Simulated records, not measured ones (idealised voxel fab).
The following is a process module called voxel capacitor over wiring.
It is cross-section cut that appears here, measuring 195 nm in width, its square cells being 5 nm in size.
Cross-section spec: square-cell grid; bands listed top down; each band is one or more rows. Top, bottom (nm), then materials left to right with widths (nm); lone material tagged "everywhere" fills the whole band edge to edge; "air" = empty space. We count height from 0. Below that, the starting wafer is all one material. The lowest band never ends at the bottom but goes on down; see "0 and below" for how that is written. A two-number width, for instance "30 to 40", indicates that the width is equal to the first number in the top row of the band and to the second number in the bottom row, and that it changes by a constant amount per row of cells. Given "stayed the same" for a step, no cell of the cross-section differs between before and after that step. Empty spaces counting at least 8 cells and having no open way to the top are listed in "Listed closed voids". The notation width x height at distance is used for each, the distance being from the left edge and all three values in nm. If you see something after the settings on a step's line, that's the simulator's own remark about that step. "overlay nm" answers the question of how far to the right of plan the mask lay on a step that has a mask, and when it is negative the answer is to the left.

BELOW IS THE LIST OF PLANNED PROCESS STEPS
1 RECEIVE with material Si
2 CONFORMAL_DEP with material SiO2, thk nm 10
3 CONFORMAL_DEP with material SiCN, thk nm 5
4 DIRECTIONAL_DEP with material SiO2, thk nm 20
5 PATTERN with tone open, mask id METAL_1, material resist, width nm 30, pitch nm 100, thk nm 15, overlay nm 0
6 DIRECTIONAL_ETCH with etch materials SiO2, depth nm 20
7 DIRECTIONAL_ETCH with etch materials SiCN, depth nm 5
8 STRIP with etch materials resist
9 CONFORMAL_DEP with material TiN, thk nm 5
10 FILL_DEP with material W, thk nm 5
11 CMP with height nm 35
12 EPI with material Ru, thk nm 5
13 FILL_DEP with material SiCN, thk nm 5
14 DIRECTIONAL_DEP with material lowk, thk nm 15
15 PATTERN with tone open, mask id PLUG_1, material resist, width nm 15, thk nm 15, overlay nm 0
16 DIRECTIONAL_ETCH with etch materials lowk, depth nm 15
17 DIRECTIONAL_ETCH with etch materials SiCN, depth nm 5
18 STRIP with etch materials resist
19 EPI with material Ru, thk nm 10
20 EPI with material Ru, thk nm 10
21 DIRECTIONAL_DEP with material TiN, thk nm 5
22 DIRECTIONAL_DEP with material Al2O3, thk nm 5
23 DIRECTIONAL_DEP with material TiN, thk nm 10
24 PATTERN with tone cover, mask id UPPER_PLATE, material resist, width nm 75, thk nm 20, overlay nm 0
25 DIRECTIONAL_ETCH with etch materials TiN, depth nm 10
26 DIRECTIONAL_ETCH with etch materials Al2O3, depth nm 5
27 STRIP with etch materials resist
28 PATTERN with tone cover, mask id LOWER_PLATE, material resist, width nm 85, thk nm 15, overlay nm 0
29 DIRECTIONAL_ETCH with etch materials TiN, depth nm 5
30 STRIP with etch materials resist
31 FILL_DEP with material SiO2, thk nm 20
32 CMP with height nm 95
33 DIRECTIONAL_DEP with material aC, thk nm 15
34 PATTERN with tone open, mask id PLUG_2, material resist, width nm 15, thk nm 30, overlay nm 0
35 DIRECTIONAL_ETCH with etch materials aC, depth nm 15
36 STRIP with etch materials resist
37 DIRECTIONAL_ETCH with etch materials SiO2, depth nm 15
38 STRIP with etch materials aC
39 CONFORMAL_DEP with material TiN, thk nm 5
40 FILL_DEP with material Cu, thk nm 10
41 CMP with height nm 95
42 CONFORMAL_DEP with material SiCN, thk nm 5

SO THIS IS THE INCOMING WAFER IN CROSS-SECTION - IT'S ALREADY BEEN THROUGH STEP 1
0 and below = Si everywhere
Listed closed voids: none

CROSS-SECTION, END OF MODULE. START: AS ABOVE. PLAN: AS ABOVE. EXECUTION: ONE MISTAKE
110 down to 105 = SiCN everywhere
105 down to 100 = Cu everywhere
100 down to 95 = TiN=60 | Cu=5 | TiN=130
95 down to 85 = SiO2=55 | TiN=5 | Cu=5 | TiN=5 | SiO2=125
85 down to 80 = SiO2=55 | TiN=15 | SiO2=125
80 down to 70 = SiO2=45 | TiN=75 | SiO2=75
70 down to 65 = SiO2=45 | Al2O3=75 | SiO2=75
65 down to 60 = SiO2=40 | TiN=85 | SiO2=70
60 down to 45 = lowk=45 | Ru=15 | lowk=135
45 down to 40 = SiCN=45 | Ru=15 | SiCN=135
40 down to 35 = SiCN=25 | Ru=40 | SiCN=60 | Ru=40 | SiCN=30
35 down to 15 = SiO2=30 | TiN=5 | W=20 | TiN=5 | SiO2=70 | TiN=5 | W=20 | TiN=5 | SiO2=35
15 down to 10 = SiCN=30 | TiN=30 | SiCN=70 | TiN=30 | SiCN=35
10 down to 0 = SiO2 everywhere
0 and below = Si everywhere
Listed closed voids: none
Run error: in deviation from the planned setting, step 41 was conducted as CMP with height nm 105
